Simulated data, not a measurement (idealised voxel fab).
A process module follows: voxel wiring stack.
Section cut is 280 nm wide and gridded with 5 nm square cells.
In this document a cross-section is written as a grid of square cells. It is given as a series of bands, listed from the top down, and a band is one or more rows of cells.
Each band's line starts with the height of the band's top and of its bottom, in nm. Then come its materials from left to right, each with its width in nm. One material with "full width" fills the band from edge to edge. "empty" is empty space.
Counting heights begins at 0, where everything beneath is, in the wafer as received, one material. The lowest band has no bottom; it goes on downwards, as "0 -> down" shows.
Width "30..40": first value at the band's top row of cells, second value at its bottom row, equal change from row to row.
Basically "same as before" means that step didn't change any cell in the cross-section.
The entry "Sealed void listing" lists the empty spaces that cover at least 8 cells and have no open path to the top. Each is written as width x height at distance, where the distance is measured from the left edge and all three values are in nm.
It should be noted that, on the line of a given step, the content following the step's settings is a remark produced by the simulator itself with respect to that step.
For masked steps, "overlay nm" on the step line gives how far right of plan the mask actually lay; a minus sign means it lay to the left.

**Here's what the planned process steps look like**
| 1 | RECEIVE: material Si |
| 2 | CONFORMAL_DEP: material SiO2, thk nm 10 |
| 3 | CONFORMAL_DEP: material SiCN, thk nm 5 |
| 4 | DIRECTIONAL_DEP: material SiO2, thk nm 25 |
| 5 | MASKED_ETCH: tone open, mask id METAL_1, width nm 30, pitch nm 60, etch materials SiO2, depth nm 25, overlay nm 0 |
| 6 | MASKED_ETCH: tone open, mask id METAL_1, width nm 30, pitch nm 60, etch materials SiCN, depth nm 5, overlay nm 0 |
| 7 | CONFORMAL_DEP: material TiN, thk nm 5 |
| 8 | FILL_DEP: material Cu, thk nm 10 |
| 9 | CMP: height nm 40 |
| 10 | EPI: material Ru, thk nm 5 |
| 11 | FILL_DEP: material SiCN, thk nm 5 |
| 12 | DIRECTIONAL_DEP: material lowk, thk nm 15 |
| 13 | DIRECTIONAL_DEP: material aC, thk nm 10 |
| 14 | PATTERN: tone open, mask id PLUG_1, material resist, width nm 15, pitch nm 60, thk nm 25, overlay nm 0 |
| 15 | DIRECTIONAL_ETCH: etch materials aC, depth nm 10 |
| 16 | STRIP: etch materials resist |
| 17 | DIRECTIONAL_ETCH: etch materials lowk, depth nm 15 |
| 18 | DIRECTIONAL_ETCH: etch materials SiCN, depth nm 5 |
| 19 | STRIP: etch materials aC |
| 20 | CONFORMAL_DEP: material TiN, thk nm 5 |
| 21 | FILL_DEP: material Cu, thk nm 5 |
| 22 | CMP: height nm 65 |
| 23 | DIRECTIONAL_DEP: material TiN, thk nm 5 |
| 24 | DIRECTIONAL_DEP: material W, thk nm 25 |
| 25 | MASKED_ETCH: tone cover, mask id METAL_2, width nm 30, pitch nm 60, etch materials W, depth nm 25, overlay nm 0 |
| 26 | MASKED_ETCH: tone cover, mask id METAL_2, width nm 30, pitch nm 60, etch materials TiN, depth nm 5, overlay nm 0 |
| 27 | CONFORMAL_DEP: material SiN, thk nm 5 |
| 28 | FILL_DEP: material lowk, thk nm 10 |
| 29 | CMP: height nm 95 |
| 30 | CONFORMAL_DEP: material SiCN, thk nm 5 |
| 31 | DIRECTIONAL_DEP: material lowk, thk nm 15 |
| 32 | DIRECTIONAL_DEP: material aC, thk nm 15 |
| 33 | PATTERN: tone open, mask id PLUG_2, material resist, width nm 15, pitch nm 60, thk nm 35, overlay nm 0 |
| 34 | DIRECTIONAL_ETCH: etch materials aC, depth nm 15 |
| 35 | STRIP: etch materials resist |
| 36 | DIRECTIONAL_ETCH: etch materials lowk, depth nm 15 |
| 37 | DIRECTIONAL_ETCH: etch materials SiCN, depth nm 5 |
| 38 | STRIP: etch materials aC |
| 39 | CONFORMAL_DEP: material TiN, thk nm 5 |
| 40 | FILL_DEP: material Cu, thk nm 10 |
| 41 | CMP: height nm 115 |
| 42 | DIRECTIONAL_DEP: material TiN, thk nm 5 |
| 43 | DIRECTIONAL_DEP: material W, thk nm 25 |
| 44 | DIRECTIONAL_DEP: material aC, thk nm 10 |
| 45 | PATTERN: tone cover, mask id METAL_3, material resist, width nm 30, pitch nm 60, thk nm 30, overlay nm 0 |
| 46 | DIRECTIONAL_ETCH: etch materials aC, depth nm 10 |
| 47 | STRIP: etch materials resist |
| 48 | DIRECTIONAL_ETCH: etch materials W, depth nm 25 |
| 49 | DIRECTIONAL_ETCH: etch materials TiN, depth nm 5 |
| 50 | STRIP: etch materials aC |
| 51 | FILL_DEP: material lowk, thk nm 10 |
| 52 | CMP: height nm 145 |
| 53 | CONFORMAL_DEP: material SiN, thk nm 5 |

**The first of two wafers, run as planned**

**Cross-section of the wafer at receipt, which is the condition after step 1**
> 0 -> down | Si full width
> Sealed void listing: none

**after step 2**
> 10 -> 0 | SiO2 full width
> Rest of section, below 0: as before.

**after step 3**
> 15 -> 10 | SiCN full width
> Rest of section, below 10: as before.

**after step 4**
> 40 -> 15 | SiO2 full width
> Rest of section, below 15: as before.

**after step 5**
> 40 -> 15 | SiO2 95; empty 30; SiO2 30; empty 30; SiO2 95
> Rest of section, below 15: as before.

**after step 6**
> 40 -> 15 | SiO2 95; empty 30; SiO2 30; empty 30; SiO2 95
> 15 -> 10 | SiCN 95; empty 30; SiCN 30; empty 30; SiCN 95
> Rest of section, below 10: as before.

**after step 7**
> 45 -> 40 | TiN 100; empty 20; TiN 40; empty 20; TiN 100
> 40 -> 15 | SiO2 95; TiN 5; empty 20; TiN 5; SiO2 30; TiN 5; empty 20; TiN 5; SiO2 95
> 15 -> 10 | SiCN 95; TiN 30; SiCN 30; TiN 30; SiCN 95
> Rest of section, below 10: as before.

**after step 8**
> 55 -> 45 | Cu full width
> 45 -> 40 | TiN 100; Cu 20; TiN 40; Cu 20; TiN 100
> 40 -> 15 | SiO2 95; TiN 5; Cu 20; TiN 5; SiO2 30; TiN 5; Cu 20; TiN 5; SiO2 95
> Rest of section, below 15: as before.

**after step 9**
> 40 -> 15 | SiO2 95; TiN 5; Cu 20; TiN 5; SiO2 30; TiN 5; Cu 20; TiN 5; SiO2 95
> Rest of section, below 15: as before.

**after step 10**
> 45 -> 40 | empty 90; Ru 40; empty 20; Ru 40; empty 90
> Rest of section, below 40: as before.

**after step 11**
> 50 -> 45 | SiCN full width
> 45 -> 40 | SiCN 90; Ru 40; SiCN 20; Ru 40; SiCN 90
> Rest of section, below 40: as before.

**after step 12**
> 65 -> 50 | lowk full width
> Rest of section, below 50: as before.

**after step 13**
> 75 -> 65 | aC full width
> Rest of section, below 65: as before.

**after step 14**
> 100 -> 75 | resist 95; empty 15; resist 45; empty 15; resist 110
> Rest of section, below 75: as before.

**after step 15**
> 90 -> 75 | resist 95; empty 15; resist 45; empty 15; resist 110
> 75 -> 65 | aC 95; empty 15; aC 45; empty 15; aC 110
> Rest of section, below 65: as before.

**after step 16**
> 75 -> 65 | aC 95; empty 15; aC 45; empty 15; aC 110
> Rest of section, below 65: as before.

**after step 17**
> 75 -> 65 | aC 95; empty 15; aC 45; empty 15; aC 110
> 65 -> 50 | lowk 95; empty 15; lowk 45; empty 15; lowk 110
> Rest of section, below 50: as before.

**after step 18**
> 75 -> 65 | aC 95; empty 15; aC 45; empty 15; aC 110
> 65 -> 50 | lowk 95; empty 15; lowk 45; empty 15; lowk 110
> 50 -> 45 | SiCN 95; empty 15; SiCN 45; empty 15; SiCN 110
> Rest of section, below 45: as before.

**after step 19**
> 65 -> 50 | lowk 95; empty 15; lowk 45; empty 15; lowk 110
> Rest of section, below 50: as before.

**after step 20**
> 70 -> 65 | TiN 100; empty 5; TiN 55; empty 5; TiN 115
> 65 -> 50 | lowk 95; TiN 5; empty 5; TiN 5; lowk 45; TiN 5; empty 5; TiN 5; lowk 110
> 50 -> 45 | SiCN 95; TiN 15; SiCN 45; TiN 15; SiCN 110
> Rest of section, below 45: as before.

**after step 21**
> 75 -> 70 | Cu full width
> 70 -> 65 | TiN 100; Cu 5; TiN 55; Cu 5; TiN 115
> 65 -> 50 | lowk 95; TiN 5; Cu 5; TiN 5; lowk 45; TiN 5; Cu 5; TiN 5; lowk 110
> Rest of section, below 50: as before.

**after step 22**
> 65 -> 50 | lowk 95; TiN 5; Cu 5; TiN 5; lowk 45; TiN 5; Cu 5; TiN 5; lowk 110
> Rest of section, below 50: as before.

**after step 23**
> 70 -> 65 | TiN full width
> Rest of section, below 65: as before.

**after step 24**
> 95 -> 70 | W full width
> Rest of section, below 70: as before.

**after step 25**
> 95 -> 70 | empty 95; W 30; empty 30; W 30; empty 95
> Rest of section, below 70: as before.

**after step 26**
> 95 -> 70 | empty 95; W 30; empty 30; W 30; empty 95
> 70 -> 65 | empty 95; TiN 30; empty 30; TiN 30; empty 95
> Rest of section, below 65: as before.

**after step 27**
> 100 -> 95 | empty 90; SiN 40; empty 20; SiN 40; empty 90
> 95 -> 70 | empty 90; SiN 5; W 30; SiN 5; empty 20; SiN 5; W 30; SiN 5; empty 90
> 70 -> 65 | SiN 95; TiN 30; SiN 30; TiN 30; SiN 95
> Rest of section, below 65: as before.

**after step 28**
> 110 -> 100 | lowk full width
> 100 -> 95 | lowk 90; SiN 40; lowk 20; SiN 40; lowk 90
> 95 -> 70 | lowk 90; SiN 5; W 30; SiN 5; lowk 20; SiN 5; W 30; SiN 5; lowk 90
> Rest of section, below 70: as before.

**after step 29**
> 95 -> 70 | lowk 90; SiN 5; W 30; SiN 5; lowk 20; SiN 5; W 30; SiN 5; lowk 90
> Rest of section, below 70: as before.

**after step 30**
> 100 -> 95 | SiCN full width
> Rest of section, below 95: as before.

**after step 31**
> 115 -> 100 | lowk full width
> Rest of section, below 100: as before.

**after step 32**
> 130 -> 115 | aC full width
> Rest of section, below 115: as before.

**after step 33**
> 165 -> 130 | resist 95; empty 15; resist 45; empty 15; resist 110
> Rest of section, below 130: as before.

**after step 34**
> 150 -> 130 | resist 95; empty 15; resist 45; empty 15; resist 110
> 130 -> 115 | aC 95; empty 15; aC 45; empty 15; aC 110
> Rest of section, below 115: as before.

**after step 35**
> 130 -> 115 | aC 95; empty 15; aC 45; empty 15; aC 110
> Rest of section, below 115: as before.

**after step 36**
> 130 -> 115 | aC 95; empty 15; aC 45; empty 15; aC 110
> 115 -> 100 | lowk 95; empty 15; lowk 45; empty 15; lowk 110
> Rest of section, below 100: as before.

**after step 37**
> 130 -> 115 | aC 95; empty 15; aC 45; empty 15; aC 110
> 115 -> 100 | lowk 95; empty 15; lowk 45; empty 15; lowk 110
> 100 -> 95 | SiCN 95; empty 15; SiCN 45; empty 15; SiCN 110
> Rest of section, below 95: as before.

**after step 38**
> 115 -> 100 | lowk 95; empty 15; lowk 45; empty 15; lowk 110
> Rest of section, below 100: as before.

**after step 39**
> 120 -> 115 | TiN 100; empty 5; TiN 55; empty 5; TiN 115
> 115 -> 100 | lowk 95; TiN 5; empty 5; TiN 5; lowk 45; TiN 5; empty 5; TiN 5; lowk 110
> 100 -> 95 | SiCN 95; TiN 15; SiCN 45; TiN 15; SiCN 110
> Rest of section, below 95: as before.

**after step 40**
> 130 -> 120 | Cu full width
> 120 -> 115 | TiN 100; Cu 5; TiN 55; Cu 5; TiN 115
> 115 -> 100 | lowk 95; TiN 5; Cu 5; TiN 5; lowk 45; TiN 5; Cu 5; TiN 5; lowk 110
> Rest of section, below 100: as before.

**after step 41**
> 115 -> 100 | lowk 95; TiN 5; Cu 5; TiN 5; lowk 45; TiN 5; Cu 5; TiN 5; lowk 110
> Rest of section, below 100: as before.

**after step 42**
> 120 -> 115 | TiN full width
> Rest of section, below 115: as before.

**after step 43**
> 145 -> 120 | W full width
> Rest of section, below 120: as before.

**after step 44**
> 155 -> 145 | aC full width
> Rest of section, below 145: as before.

**after step 45**
> 185 -> 155 | empty 95; resist 30; empty 30; resist 30; empty 95
> Rest of section, below 155: as before.

**after step 46**
> 175 -> 155 | empty 95; resist 30; empty 30; resist 30; empty 95
> 155 -> 145 | empty 95; aC 30; empty 30; aC 30; empty 95
> Rest of section, below 145: as before.

**after step 47**
> 155 -> 145 | empty 95; aC 30; empty 30; aC 30; empty 95
> Rest of section, below 145: as before.

**after step 48**
> 155 -> 145 | empty 95; aC 30; empty 30; aC 30; empty 95
> 145 -> 120 | empty 95; W 30; empty 30; W 30; empty 95
> Rest of section, below 120: as before.

**after step 49**
> 155 -> 145 | empty 95; aC 30; empty 30; aC 30; empty 95
> 145 -> 120 | empty 95; W 30; empty 30; W 30; empty 95
> 120 -> 115 | empty 95; TiN 30; empty 30; TiN 30; empty 95
> Rest of section, below 115: as before.

**after step 50**
> 145 -> 120 | empty 95; W 30; empty 30; W 30; empty 95
> Rest of section, below 120: as before.

**after step 51**
> 155 -> 145 | lowk full width
> 145 -> 120 | lowk 95; W 30; lowk 30; W 30; lowk 95
> 120 -> 115 | lowk 95; TiN 30; lowk 30; TiN 30; lowk 95
> Rest of section, below 115: as before.

**after step 52**
> 145 -> 120 | lowk 95; W 30; lowk 30; W 30; lowk 95
> Rest of section, below 120: as before.

**after step 53**
> 150 -> 145 | SiN full width
> Rest of section, below 145: as before.

**Companion wafer, the second of two: same beginning, same intended sequence, one mistake in carrying it out; through step 24 inclusive it tracks the first exactly**

**Second wafer: cross-section at the scheduled end of step 25**
> 95 -> 70 | empty 90; W 30; empty 30; W 30; empty 100
> Rest of section, below 70: as before.

**Second wafer: cross-section at the scheduled end of step 26**
> 95 -> 70 | empty 90; W 30; empty 30; W 30; empty 100
> 70 -> 65 | empty 90; TiN 35; empty 25; TiN 35; empty 95
> Rest of section, below 65: as before.

**Second wafer: cross-section at the scheduled end of step 27**
> 100 -> 95 | empty 85; SiN 40; empty 20; SiN 40; empty 95
> 95 -> 75 | empty 85; SiN 5; W 30; SiN 5; empty 20; SiN 5; W 30; SiN 5; empty 95
> 75 -> 70 | empty 85; SiN 5; W 30; SiN 10; empty 15; SiN 5; W 30; SiN 10; empty 90
> 70 -> 65 | SiN 90; TiN 35; SiN 25; TiN 35; SiN 95
> Rest of section, below 65: as before.

**Second wafer: cross-section at the scheduled end of step 28**
> 110 -> 100 | lowk full width
> 100 -> 95 | lowk 85; SiN 40; lowk 20; SiN 40; lowk 95
> 95 -> 75 | lowk 85; SiN 5; W 30; SiN 5; lowk 20; SiN 5; W 30; SiN 5; lowk 95
> 75 -> 70 | lowk 85; SiN 5; W 30; SiN 10; lowk 15; SiN 5; W 30; SiN 10; lowk 90
> Rest of section, below 70: as before.

**Second wafer: cross-section at the scheduled end of step 29**
> 95 -> 75 | lowk 85; SiN 5; W 30; SiN 5; lowk 20; SiN 5; W 30; SiN 5; lowk 95
> Rest of section, below 75: as before.

**Second wafer: cross-section at the scheduled end of step 30**
> 100 -> 95 | SiCN full width
> Rest of section, below 95: as before.

**Second wafer: cross-section at the scheduled end of step 31**
> 115 -> 100 | lowk full width
> Rest of section, below 100: as before.

**Second wafer: cross-section at the scheduled end of step 32**
> 130 -> 115 | aC full width
> Rest of section, below 115: as before.

**Second wafer: cross-section at the scheduled end of step 33**
> 165 -> 130 | resist 95; empty 15; resist 45; empty 15; resist 110
> Rest of section, below 130: as before.

**Second wafer: cross-section at the scheduled end of step 34**
> 150 -> 130 | resist 95; empty 15; resist 45; empty 15; resist 110
> 130 -> 115 | aC 95; empty 15; aC 45; empty 15; aC 110
> Rest of section, below 115: as before.

**Second wafer: cross-section at the scheduled end of step 35**
> 130 -> 115 | aC 95; empty 15; aC 45; empty 15; aC 110
> Rest of section, below 115: as before.

**Second wafer: cross-section at the scheduled end of step 36**
> 130 -> 115 | aC 95; empty 15; aC 45; empty 15; aC 110
> 115 -> 100 | lowk 95; empty 15; lowk 45; empty 15; lowk 110
> Rest of section, below 100: as before.

**Second wafer: cross-section at the scheduled end of step 37**
> 130 -> 115 | aC 95; empty 15; aC 45; empty 15; aC 110
> 115 -> 100 | lowk 95; empty 15; lowk 45; empty 15; lowk 110
> 100 -> 95 | SiCN 95; empty 15; SiCN 45; empty 15; SiCN 110
> Rest of section, below 95: as before.

**Second wafer: cross-section at the scheduled end of step 38**
> 115 -> 100 | lowk 95; empty 15; lowk 45; empty 15; lowk 110
> Rest of section, below 100: as before.

**Second wafer: cross-section at the scheduled end of step 39**
> 120 -> 115 | TiN 100; empty 5; TiN 55; empty 5; TiN 115
> 115 -> 100 | lowk 95; TiN 5; empty 5; TiN 5; lowk 45; TiN 5; empty 5; TiN 5; lowk 110
> 100 -> 95 | SiCN 95; TiN 15; SiCN 45; TiN 15; SiCN 110
> Rest of section, below 95: as before.

**Second wafer: cross-section at the scheduled end of step 40**
> 130 -> 120 | Cu full width
> 120 -> 115 | TiN 100; Cu 5; TiN 55; Cu 5; TiN 115
> 115 -> 100 | lowk 95; TiN 5; Cu 5; TiN 5; lowk 45; TiN 5; Cu 5; TiN 5; lowk 110
> Rest of section, below 100: as before.

**Second wafer: cross-section at the scheduled end of step 41**
> 115 -> 100 | lowk 95; TiN 5; Cu 5; TiN 5; lowk 45; TiN 5; Cu 5; TiN 5; lowk 110
> Rest of section, below 100: as before.

**Second wafer: cross-section at the scheduled end of step 42**
> 120 -> 115 | TiN full width
> Rest of section, below 115: as before.

**Second wafer: cross-section at the scheduled end of step 43**
> 145 -> 120 | W full width
> Rest of section, below 120: as before.

**Second wafer: cross-section at the scheduled end of step 44**
> 155 -> 145 | aC full width
> Rest of section, below 145: as before.

**Second wafer: cross-section at the scheduled end of step 45**
> 185 -> 155 | empty 95; resist 30; empty 30; resist 30; empty 95
> Rest of section, below 155: as before.

**Second wafer: cross-section at the scheduled end of step 46**
> 175 -> 155 | empty 95; resist 30; empty 30; resist 30; empty 95
> 155 -> 145 | empty 95; aC 30; empty 30; aC 30; empty 95
> Rest of section, below 145: as before.

**Second wafer: cross-section at the scheduled end of step 47**
> 155 -> 145 | empty 95; aC 30; empty 30; aC 30; empty 95
> Rest of section, below 145: as before.

**Second wafer: cross-section at the scheduled end of step 48**
> 155 -> 145 | empty 95; aC 30; empty 30; aC 30; empty 95
> 145 -> 120 | empty 95; W 30; empty 30; W 30; empty 95
> Rest of section, below 120: as before.

**Second wafer: cross-section at the scheduled end of step 49**
> 155 -> 145 | empty 95; aC 30; empty 30; aC 30; empty 95
> 145 -> 120 | empty 95; W 30; empty 30; W 30; empty 95
> 120 -> 115 | empty 95; TiN 30; empty 30; TiN 30; empty 95
> Rest of section, below 115: as before.

**Second wafer: cross-section at the scheduled end of step 50**
> 145 -> 120 | empty 95; W 30; empty 30; W 30; empty 95
> Rest of section, below 120: as before.

**Second wafer: cross-section at the scheduled end of step 51**
> 155 -> 145 | lowk full width
> 145 -> 120 | lowk 95; W 30; lowk 30; W 30; lowk 95
> 120 -> 115 | lowk 95; TiN 30; lowk 30; TiN 30; lowk 95
> Rest of section, below 115: as before.

**Second wafer: cross-section at the scheduled end of step 52**
> 145 -> 120 | lowk 95; W 30; lowk 30; W 30; lowk 95
> Rest of section, below 120: as before.

**Second wafer: cross-section at the scheduled end of step 53**
> 150 -> 145 | SiN full width
> Rest of section, below 145: as before.
What was done differently from what was planned? step 25 was processed under conditions differing from the plan, specifically as MASKED_ETCH: tone cover, mask id METAL_2, width nm 30, pitch nm 60, etch materials W, depth nm 25, overlay nm -5
Wafer comparison, final, in cells, second relative to first, materials more or fewer: 2 more of TiN | 2 fewer of lowk
